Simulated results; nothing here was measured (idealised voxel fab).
Documented hereafter: the process module known as voxel gate over fins.
170 nm wide, 5 nm square cells: that's cross-section cut.
Cross-section = grid of square cells, listed top down in bands; band = one or more rows.
What a band's entry tells you: where the top is and where the bottom is, as heights in nm, and after that what lies inside, material by material from left to right, each with its width in nm. Empty space is written as the word "empty", and a single material marked with the word "full width" occupies the band from edge to edge.
Basically, 0 is our baseline, since under it the wafer straight out of the box is all one material. The bottom band has no lower end and keeps on going down, so it looks like "0 nm and below".
Width "30->40": first value at the band's top row of cells, second value at its bottom row, equal change from row to row.
It should be understood that the words "everything unchanged", when stated for a given step, signify that the cross-section underwent no change in any of its cells during that step.
Under "Enclosed void listing" you'll find the enclosed gaps, the ones with no way out to the top, that are 8 cells or bigger; each reads width x height at distance, with distance counted from the left edge, everything in nm.
The remark found on a step's line after its settings is issued by the simulator itself and pertains to that step.
A step's line can hold "overlay nm"; with a mask on that step, the setting says how far right of the planned place the mask lay, while a negative setting says it lay to the left.
-- These are the steps we planned for the process
1. RECEIVE: material Si
2. CONFORMAL_DEP: material SiN, thk nm 10
3. DIRECTIONAL_DEP: material aC, thk nm 15
4. PATTERN: tone cover, mask id FINS, material resist, width nm 15, pitch nm 45, thk nm 30, overlay nm 0
5. DIRECTIONAL_ETCH: etch materials aC, depth nm 15
6. STRIP: etch materials resist
7. DIRECTIONAL_ETCH: etch materials SiN, depth nm 10
8. DIRECTIONAL_ETCH: etch materials Si, depth nm 40
9. STRIP: etch materials aC
10. FILL_DEP: material SiO2, thk nm 10
11. CMP: height nm 10
12. SELECTIVE_ETCH: etch materials SiO2, depth nm 25
13. STRIP: etch materials SiN
14. CONFORMAL_DEP: material HfO2, thk nm 5
15. CONFORMAL_DEP: material TiN, thk nm 5
16. CONFORMAL_DEP: material TiAl, thk nm 5
17. CONFORMAL_DEP: material TiN, thk nm 5
18. FILL_DEP: material W, thk nm 15
19. CMP: height nm 30
20. CONFORMAL_DEP: material SiCN, thk nm 10
-- Cross-sectional view of the wafer in its as-received condition, corresponding to the state after step 1
  0 nm and below = Si full width
  Enclosed void listing: none
-- Module complete - cross-section of the first of two wafers, run according to plan
  40 nm to 30 nm = SiCN full width
  30 nm to 20 nm = W full width
  20 nm to 15 nm = W (35); TiN (100); W (35)
  15 nm to 10 nm = W (35); TiN (5); TiAl (90); TiN (5); W (35)
  10 nm to 5 nm = W (35); TiN (5); TiAl (5); TiN (35); TiAl (10); TiN (35); TiAl (5); TiN (5); W (35)
  5 nm to 0 nm = TiN (40); TiAl (5); TiN (5); HfO2 (25); TiN (5); TiAl (10); TiN (5); HfO2 (25); TiN (5); TiAl (5); TiN (40)
  0 nm to -5 nm = TiAl (45); TiN (5); HfO2 (5); Si (15); HfO2 (5); TiN (5); TiAl (10); TiN (5); HfO2 (5); Si (15); HfO2 (5); TiN (5); TiAl (45)
  -5 nm to -10 nm = TiN (50); HfO2 (5); Si (15); HfO2 (5); TiN (20); HfO2 (5); Si (15); HfO2 (5); TiN (50)
  -10 nm to -15 nm = HfO2 (55); Si (15); HfO2 (30); Si (15); HfO2 (55)
  -15 nm to -40 nm = SiO2 (55); Si (15); SiO2 (30); Si (15); SiO2 (55)
  -40 nm and below = Si full width
  Enclosed void listing: none
-- Wafer two, end of module, cross-section. Same start, same plan as wafer one. One mistake in the run
  40 nm to 30 nm = SiCN full width
  30 nm to 25 nm = TiN full width
  25 nm to 20 nm = TiAl full width
  20 nm to 15 nm = TiN full width
  15 nm to 10 nm = HfO2 full width
  10 nm to 0 nm = TiAl full width
  0 nm and below = Si full width
  Enclosed void listing: none
The mistake made against the process plan was this: step 2 did not happen as planned, as run it was CONFORMAL_DEP: material TiAl, thk nm 10
The second wafer ends with more or fewer cells of some materials than the first, per final count: 12 fewer of HfO2, 224 more of Si, 140 fewer of SiO2, 56 more of TiAl, 18 fewer of TiN, 110 fewer of W
